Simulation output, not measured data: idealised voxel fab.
The process module that follows is named voxel gate over fins.
cross-section cut | 210 nm wide | cells 5 nm
Each cross-section below is a grid of square cells, stated as bands in top-down order, with one or more rows of cells making up each band. The band entry comprises the height of the band's top followed by the height of its bottom, expressed in nm, and subsequently the band's materials from left to right, each stated together with its width in nm. Where a single material is marked with the word "edge to edge", that material fills the band from edge to edge. The word "air" represents empty space. Measure heights from 0. That's the level where, below it, the as-received wafer is all one material. The lowest band is bottomless and extends downward; write it as in "from 0 down". A width such as "30..40" changes by the same amount from each row of cells to the next, from the band's top row to its bottom row. For the purposes of this document, the phrase "changes: none" attached to a step denotes that no cell within the cross-section was modified by that step. Closed void roster: empty space of 8 cells or more with no open way to the top, each as width x height at its distance from the left edge, in nm. Heads up: the bit after the settings on a step's line is the simulator's remark on that step. What "overlay nm" on a step's line means: if the step has a mask, that mask lay this far to the right of its planned place, or, when the value is negative, to the left.
### Process steps foreseen in the plan
1 RECEIVE | material Si
2 CONFORMAL_DEP | material SiN | thk nm 5
3 DIRECTIONAL_DEP | material aC | thk nm 10
4 PATTERN | tone cover | mask id FINS | material resist | width nm 15 | pitch nm 35 | thk nm 30 | overlay nm 0
5 DIRECTIONAL_ETCH | etch materials aC | depth nm 10
6 STRIP | etch materials resist
7 DIRECTIONAL_ETCH | etch materials SiN | depth nm 5
8 DIRECTIONAL_ETCH | etch materials Si | depth nm 35
9 STRIP | etch materials aC
10 OXIDIZE | depth nm 5
11 FILL_DEP | material SiO2 | thk nm 15
12 CMP | height nm 5
13 SELECTIVE_ETCH | etch materials SiO2 | depth nm 20
14 STRIP | etch materials SiN
15 CONFORMAL_DEP | material HfO2 | thk nm 5
16 CONFORMAL_DEP | material TiN | thk nm 5
17 CONFORMAL_DEP | material TiAl | thk nm 5
18 CONFORMAL_DEP | material TiN | thk nm 5
19 FILL_DEP | material W | thk nm 15
20 CMP | height nm 30
21 CONFORMAL_DEP | material SiN | thk nm 5
### First wafer, two in total, run as planned
### Received-state cross-section, reflecting completion of step 1
- from 0 down: Si edge to edge
- Closed void roster: none
### The wafer in cross-section once step 2 is complete
- from 5 to 0: SiN edge to edge
- Whatever lies below 0 is exactly as it was before.
### The wafer in cross-section once step 3 is complete
- from 15 to 5: aC edge to edge
- Whatever lies below 5 is exactly as it was before.
### The wafer in cross-section once step 4 is complete
- from 45 to 15: 45 nm air; 15 nm resist; 20 nm air; 15 nm resist; 20 nm air; 15 nm resist; 20 nm air; 15 nm resist; 45 nm air
- Whatever lies below 15 is exactly as it was before.
### The wafer in cross-section once step 5 is complete
- from 35 to 15: 45 nm air; 15 nm resist; 20 nm air; 15 nm resist; 20 nm air; 15 nm resist; 20 nm air; 15 nm resist; 45 nm air
- from 15 to 5: 45 nm air; 15 nm aC; 20 nm air; 15 nm aC; 20 nm air; 15 nm aC; 20 nm air; 15 nm aC; 45 nm air
- Whatever lies below 5 is exactly as it was before.
### The wafer in cross-section once step 6 is complete
- from 15 to 5: 45 nm air; 15 nm aC; 20 nm air; 15 nm aC; 20 nm air; 15 nm aC; 20 nm air; 15 nm aC; 45 nm air
- Whatever lies below 5 is exactly as it was before.
### The wafer in cross-section once step 7 is complete
- from 15 to 5: 45 nm air; 15 nm aC; 20 nm air; 15 nm aC; 20 nm air; 15 nm aC; 20 nm air; 15 nm aC; 45 nm air
- from 5 to 0: 45 nm air; 15 nm SiN; 20 nm air; 15 nm SiN; 20 nm air; 15 nm SiN; 20 nm air; 15 nm SiN; 45 nm air
- Whatever lies below 0 is exactly as it was before.
### The wafer in cross-section once step 8 is complete
- from 15 to 5: 45 nm air; 15 nm aC; 20 nm air; 15 nm aC; 20 nm air; 15 nm aC; 20 nm air; 15 nm aC; 45 nm air
- from 5 to 0: 45 nm air; 15 nm SiN; 20 nm air; 15 nm SiN; 20 nm air; 15 nm SiN; 20 nm air; 15 nm SiN; 45 nm air
- from 0 to -35: 45 nm air; 15 nm Si; 20 nm air; 15 nm Si; 20 nm air; 15 nm Si; 20 nm air; 15 nm Si; 45 nm air
- Whatever lies below -35 is exactly as it was before.
### The wafer in cross-section once step 9 is complete
- from 5 to 0: 45 nm air; 15 nm SiN; 20 nm air; 15 nm SiN; 20 nm air; 15 nm SiN; 20 nm air; 15 nm SiN; 45 nm air
- Whatever lies below 0 is exactly as it was before.
### The wafer in cross-section once step 10 is complete
- from 5 to 0: 45 nm air; 15 nm SiN; 20 nm air; 15 nm SiN; 20 nm air; 15 nm SiN; 20 nm air; 15 nm SiN; 45 nm air
- from 0 to -35: 45 nm air; 5 nm SiO2; 5 nm Si; 5 nm SiO2; 20 nm air; 5 nm SiO2; 5 nm Si; 5 nm SiO2; 20 nm air; 5 nm SiO2; 5 nm Si; 5 nm SiO2; 20 nm air; 5 nm SiO2; 5 nm Si; 5 nm SiO2; 45 nm air
- from -35 to -40: 50 nm SiO2; 5 nm Si; 30 nm SiO2; 5 nm Si; 30 nm SiO2; 5 nm Si; 30 nm SiO2; 5 nm Si; 50 nm SiO2
- Whatever lies below -40 is exactly as it was before.
### The wafer in cross-section once step 11 is complete
- from 20 to 5: SiO2 edge to edge
- from 5 to 0: 45 nm SiO2; 15 nm SiN; 20 nm SiO2; 15 nm SiN; 20 nm SiO2; 15 nm SiN; 20 nm SiO2; 15 nm SiN; 45 nm SiO2
- from 0 to -40: 50 nm SiO2; 5 nm Si; 30 nm SiO2; 5 nm Si; 30 nm SiO2; 5 nm Si; 30 nm SiO2; 5 nm Si; 50 nm SiO2
- Whatever lies below -40 is exactly as it was before.
### The wafer in cross-section once step 12 is complete
- from 5 to 0: 45 nm SiO2; 15 nm SiN; 20 nm SiO2; 15 nm SiN; 20 nm SiO2; 15 nm SiN; 20 nm SiO2; 15 nm SiN; 45 nm SiO2
- Whatever lies below 0 is exactly as it was before.
### The wafer in cross-section once step 13 is complete
- from 5 to 0: 45 nm air; 15 nm SiN; 20 nm air; 15 nm SiN; 20 nm air; 15 nm SiN; 20 nm air; 15 nm SiN; 45 nm air
- from 0 to -15: 50 nm air; 5 nm Si; 30 nm air; 5 nm Si; 30 nm air; 5 nm Si; 30 nm air; 5 nm Si; 50 nm air
- Whatever lies below -15 is exactly as it was before.
### The wafer in cross-section once step 14 is complete
- from 0 to -15: 50 nm air; 5 nm Si; 30 nm air; 5 nm Si; 30 nm air; 5 nm Si; 30 nm air; 5 nm Si; 50 nm air
- Whatever lies below -15 is exactly as it was before.
### The wafer in cross-section once step 15 is complete
- from 5 to 0: 45 nm air; 15 nm HfO2; 20 nm air; 15 nm HfO2; 20 nm air; 15 nm HfO2; 20 nm air; 15 nm HfO2; 45 nm air
- from 0 to -10: 45 nm air; 5 nm HfO2; 5 nm Si; 5 nm HfO2; 20 nm air; 5 nm HfO2; 5 nm Si; 5 nm HfO2; 20 nm air; 5 nm HfO2; 5 nm Si; 5 nm HfO2; 20 nm air; 5 nm HfO2; 5 nm Si; 5 nm HfO2; 45 nm air
- from -10 to -15: 50 nm HfO2; 5 nm Si; 30 nm HfO2; 5 nm Si; 30 nm HfO2; 5 nm Si; 30 nm HfO2; 5 nm Si; 50 nm HfO2
- Whatever lies below -15 is exactly as it was before.
### The wafer in cross-section once step 16 is complete
- from 10 to 5: 40 nm air; 25 nm TiN; 10 nm air; 25 nm TiN; 10 nm air; 25 nm TiN; 10 nm air; 25 nm TiN; 40 nm air
- from 5 to 0: 40 nm air; 5 nm TiN; 15 nm HfO2; 5 nm TiN; 10 nm air; 5 nm TiN; 15 nm HfO2; 5 nm TiN; 10 nm air; 5 nm TiN; 15 nm HfO2; 5 nm TiN; 10 nm air; 5 nm TiN; 15 nm HfO2; 5 nm TiN; 40 nm air
- from 0 to -5: 40 nm air; 5 nm TiN; 5 nm HfO2; 5 nm Si; 5 nm HfO2; 5 nm TiN; 10 nm air; 5 nm TiN; 5 nm HfO2; 5 nm Si; 5 nm HfO2; 5 nm TiN; 10 nm air; 5 nm TiN; 5 nm HfO2; 5 nm Si; 5 nm HfO2; 5 nm TiN; 10 nm air; 5 nm TiN; 5 nm HfO2; 5 nm Si; 5 nm HfO2; 5 nm TiN; 40 nm air
- from -5 to -10: 45 nm TiN; 5 nm HfO2; 5 nm Si; 5 nm HfO2; 20 nm TiN; 5 nm HfO2; 5 nm Si; 5 nm HfO2; 20 nm TiN; 5 nm HfO2; 5 nm Si; 5 nm HfO2; 20 nm TiN; 5 nm HfO2; 5 nm Si; 5 nm HfO2; 45 nm TiN
- Whatever lies below -10 is exactly as it was before.
### The wafer in cross-section once step 17 is complete
- from 15 to 10: 35 nm air; 140 nm TiAl; 35 nm air
- from 10 to 5: 35 nm air; 5 nm TiAl; 25 nm TiN; 10 nm TiAl; 25 nm TiN; 10 nm TiAl; 25 nm TiN; 10 nm TiAl; 25 nm TiN; 5 nm TiAl; 35 nm air
- from 5 to 0: 35 nm air; 5 nm TiAl; 5 nm TiN; 15 nm HfO2; 5 nm TiN; 10 nm TiAl; 5 nm TiN; 15 nm HfO2; 5 nm TiN; 10 nm TiAl; 5 nm TiN; 15 nm HfO2; 5 nm TiN; 10 nm TiAl; 5 nm TiN; 15 nm HfO2; 5 nm TiN; 5 nm TiAl; 35 nm air
- from 0 to -5: 40 nm TiAl; 5 nm TiN; 5 nm HfO2; 5 nm Si; 5 nm HfO2; 5 nm TiN; 10 nm TiAl; 5 nm TiN; 5 nm HfO2; 5 nm Si; 5 nm HfO2; 5 nm TiN; 10 nm TiAl; 5 nm TiN; 5 nm HfO2; 5 nm Si; 5 nm HfO2; 5 nm TiN; 10 nm TiAl; 5 nm TiN; 5 nm HfO2; 5 nm Si; 5 nm HfO2; 5 nm TiN; 40 nm TiAl
- Whatever lies below -5 is exactly as it was before.
### The wafer in cross-section once step 18 is complete
- from 20 to 15: 30 nm air; 150 nm TiN; 30 nm air
- from 15 to 10: 30 nm air; 5 nm TiN; 140 nm TiAl; 5 nm TiN; 30 nm air
- from 10 to 5: 30 nm air; 5 nm TiN; 5 nm TiAl; 25 nm TiN; 10 nm TiAl; 25 nm TiN; 10 nm TiAl; 25 nm TiN; 10 nm TiAl; 25 nm TiN; 5 nm TiAl; 5 nm TiN; 30 nm air
- from 5 to 0: 35 nm TiN; 5 nm TiAl; 5 nm TiN; 15 nm HfO2; 5 nm TiN; 10 nm TiAl; 5 nm TiN; 15 nm HfO2; 5 nm TiN; 10 nm TiAl; 5 nm TiN; 15 nm HfO2; 5 nm TiN; 10 nm TiAl; 5 nm TiN; 15 nm HfO2; 5 nm TiN; 5 nm TiAl; 35 nm TiN
- Whatever lies below 0 is exactly as it was before.
### The wafer in cross-section once step 19 is complete
- from 35 to 20: W edge to edge
- from 20 to 15: 30 nm W; 150 nm TiN; 30 nm W
- from 15 to 10: 30 nm W; 5 nm TiN; 140 nm TiAl; 5 nm TiN; 30 nm W
- from 10 to 5: 30 nm W; 5 nm TiN; 5 nm TiAl; 25 nm TiN; 10 nm TiAl; 25 nm TiN; 10 nm TiAl; 25 nm TiN; 10 nm TiAl; 25 nm TiN; 5 nm TiAl; 5 nm TiN; 30 nm W
- Whatever lies below 5 is exactly as it was before.
### The wafer in cross-section once step 20 is complete
- from 30 to 20: W edge to edge
- Whatever lies below 20 is exactly as it was before.
### The wafer in cross-section once step 21 is complete
- from 35 to 30: SiN edge to edge
- Whatever lies below 30 is exactly as it was before.
### For the second wafer, take the first wafer's start and plan, then add one mistake made in running it; everything through step 15, that step included, is shared with the first
### At the planned end of step 16, the second wafer in cross-section
- from 10 to 5: 40 nm air; 25 nm TiAl; 10 nm air; 25 nm TiAl; 10 nm air; 25 nm TiAl; 10 nm air; 25 nm TiAl; 40 nm air
- from 5 to 0: 40 nm air; 5 nm TiAl; 15 nm HfO2; 5 nm TiAl; 10 nm air; 5 nm TiAl; 15 nm HfO2; 5 nm TiAl; 10 nm air; 5 nm TiAl; 15 nm HfO2; 5 nm TiAl; 10 nm air; 5 nm TiAl; 15 nm HfO2; 5 nm TiAl; 40 nm air
- from 0 to -5: 40 nm air; 5 nm TiAl; 5 nm HfO2; 5 nm Si; 5 nm HfO2; 5 nm TiAl; 10 nm air; 5 nm TiAl; 5 nm HfO2; 5 nm Si; 5 nm HfO2; 5 nm TiAl; 10 nm air; 5 nm TiAl; 5 nm HfO2; 5 nm Si; 5 nm HfO2; 5 nm TiAl; 10 nm air; 5 nm TiAl; 5 nm HfO2; 5 nm Si; 5 nm HfO2; 5 nm TiAl; 40 nm air
- from -5 to -10: 45 nm TiAl; 5 nm HfO2; 5 nm Si; 5 nm HfO2; 20 nm TiAl; 5 nm HfO2; 5 nm Si; 5 nm HfO2; 20 nm TiAl; 5 nm HfO2; 5 nm Si; 5 nm HfO2; 20 nm TiAl; 5 nm HfO2; 5 nm Si; 5 nm HfO2; 45 nm TiAl
- Whatever lies below -10 is exactly as it was before.
### At the planned end of step 17, the second wafer in cross-section
- from 15 to 5: 35 nm air; 140 nm TiAl; 35 nm air
- from 5 to 0: 35 nm air; 10 nm TiAl; 15 nm HfO2; 20 nm TiAl; 15 nm HfO2; 20 nm TiAl; 15 nm HfO2; 20 nm TiAl; 15 nm HfO2; 10 nm TiAl; 35 nm air
- from 0 to -10: 45 nm TiAl; 5 nm HfO2; 5 nm Si; 5 nm HfO2; 20 nm TiAl; 5 nm HfO2; 5 nm Si; 5 nm HfO2; 20 nm TiAl; 5 nm HfO2; 5 nm Si; 5 nm HfO2; 20 nm TiAl; 5 nm HfO2; 5 nm Si; 5 nm HfO2; 45 nm TiAl
- Whatever lies below -10 is exactly as it was before.
### At the planned end of step 18, the second wafer in cross-section
- from 20 to 15: 30 nm air; 150 nm TiN; 30 nm air
- from 15 to 5: 30 nm air; 5 nm TiN; 140 nm TiAl; 5 nm TiN; 30 nm air
- from 5 to 0: 35 nm TiN; 10 nm TiAl; 15 nm HfO2; 20 nm TiAl; 15 nm HfO2; 20 nm TiAl; 15 nm HfO2; 20 nm TiAl; 15 nm HfO2; 10 nm TiAl; 35 nm TiN
- Whatever lies below 0 is exactly as it was before.
### At the planned end of step 19, the second wafer in cross-section
- from 35 to 20: W edge to edge
- from 20 to 15: 30 nm W; 150 nm TiN; 30 nm W
- from 15 to 5: 30 nm W; 5 nm TiN; 140 nm TiAl; 5 nm TiN; 30 nm W
- Whatever lies below 5 is exactly as it was before.
### At the planned end of step 20, the second wafer in cross-section
- from 30 to 20: W edge to edge
- Whatever lies below 20 is exactly as it was before.
### At the planned end of step 21, the second wafer in cross-section
- from 35 to 30: SiN edge to edge
- Whatever lies below 30 is exactly as it was before.
Against the plan, the run slipped here: contrary to plan, step 16 was performed as CONFORMAL_DEP | material TiAl | thk nm 5
at the end the second wafer has, in cells: TiAl +66, TiN -66
